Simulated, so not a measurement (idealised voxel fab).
process module | voxel ribs on slabs
cross-section cut | 285 nm wide | cells 5 nm
A cross-section is a grid of square cells, given in bands from the top down. A band is one or more rows of cells.
Each band's line starts with the height of the band's top and of its bottom, in nm. Then come its materials from left to right, each with its width in nm. One material with "throughout" fills the band from edge to edge. "air" is empty space.
Height 0 is the level under which the wafer as received is all one material. The lowest band goes on downwards, as in "0 down".
A width such as "30 to 40" changes by the same amount from each row of cells to the next, from the band's top row to its bottom row.
"no change" after a step means that no cell of the cross-section changed.
closed voids: empty space of 8 cells or more with no open way to the top, each as width x height at its distance from the left edge, in nm
after a step's settings: what the simulator itself notes on the step
overlay nm, on a step with a mask: how far to the right of its planned place the mask lay; to the left if negative
plan
1 op RECEIVE | material Si
2 op DIRECTIONAL_DEP | material SiO2 | thk nm 20
3 op DIRECTIONAL_DEP | material polySi | thk nm 15
4 op MASKED_ETCH | tone cover | mask id RIB | width nm 20 | etch materials polySi | depth nm 5 | overlay nm 0
5 op DIRECTIONAL_DEP | material aC | thk nm 10
6 op PATTERN | tone cover | mask id SLAB | material resist | width nm 50 | thk nm 25 | overlay nm -15
7 op DIRECTIONAL_ETCH | etch materials aC | depth nm 10
8 op STRIP | etch materials resist
9 op DIRECTIONAL_ETCH | etch materials polySi | depth nm 10
10 op STRIP | etch materials aC
11 op FILL_DEP | material SiO2 | thk nm 20
12 op CMP | height nm 45
13 op DIRECTIONAL_DEP | material TiN | thk nm 5
14 op PATTERN | tone cover | mask id HEATER | material resist | width nm 30 | thk nm 20 | overlay nm 0
15 op DIRECTIONAL_ETCH | etch materials TiN | depth nm 5
16 op STRIP | etch materials resist
17 op CONFORMAL_DEP | material SiO2 | thk nm 10
varied across the wafers: overlay nm of step 6. The plan shows the first wafer's value. All wafers start alike
first wafer as received, after step 1
  0 down: Si throughout
  closed voids: none
first wafer at the end, after step 17
  60 to 55: air 115 | SiO2 50 | air 120
  55 to 50: SiO2 throughout
  50 to 45: SiO2 125 | TiN 30 | SiO2 130
  45 to 35: SiO2 throughout
  35 to 30: SiO2 130 | polySi 20 | SiO2 135
  30 to 20: SiO2 100 | polySi 50 | SiO2 135
  20 to 0: SiO2 throughout
  0 down: Si throughout
  closed voids: none
last wafer at the end
  60 to 55: air 115 | SiO2 50 | air 120
  55 to 50: SiO2 throughout
  50 to 45: SiO2 125 | TiN 30 | SiO2 130
  45 to 35: SiO2 throughout
  35 to 30: SiO2 130 | polySi 20 | SiO2 135
  30 to 20: SiO2 130 | polySi 50 | SiO2 105
  20 to 0: SiO2 throughout
  0 down: Si throughout
  closed voids: none
each wafer at the end: cells of each material gained (+) or lost (-) since it was received, then its closed voids
overlay nm -15 | +607 SiO2 | +6 TiN | +24 polySi | closed voids: none
overlay nm -10 | +607 SiO2 | +6 TiN | +24 polySi | closed voids: none
overlay nm -5 | +607 SiO2 | +6 TiN | +24 polySi | closed voids: none
overlay nm 0 | +607 SiO2 | +6 TiN | +24 polySi | closed voids: none
overlay nm 5 | +607 SiO2 | +6 TiN | +24 polySi | closed voids: none
overlay nm 10 | +607 SiO2 | +6 TiN | +24 polySi | closed voids: none
overlay nm 15 | +607 SiO2 | +6 TiN | +24 polySi | closed voids: none
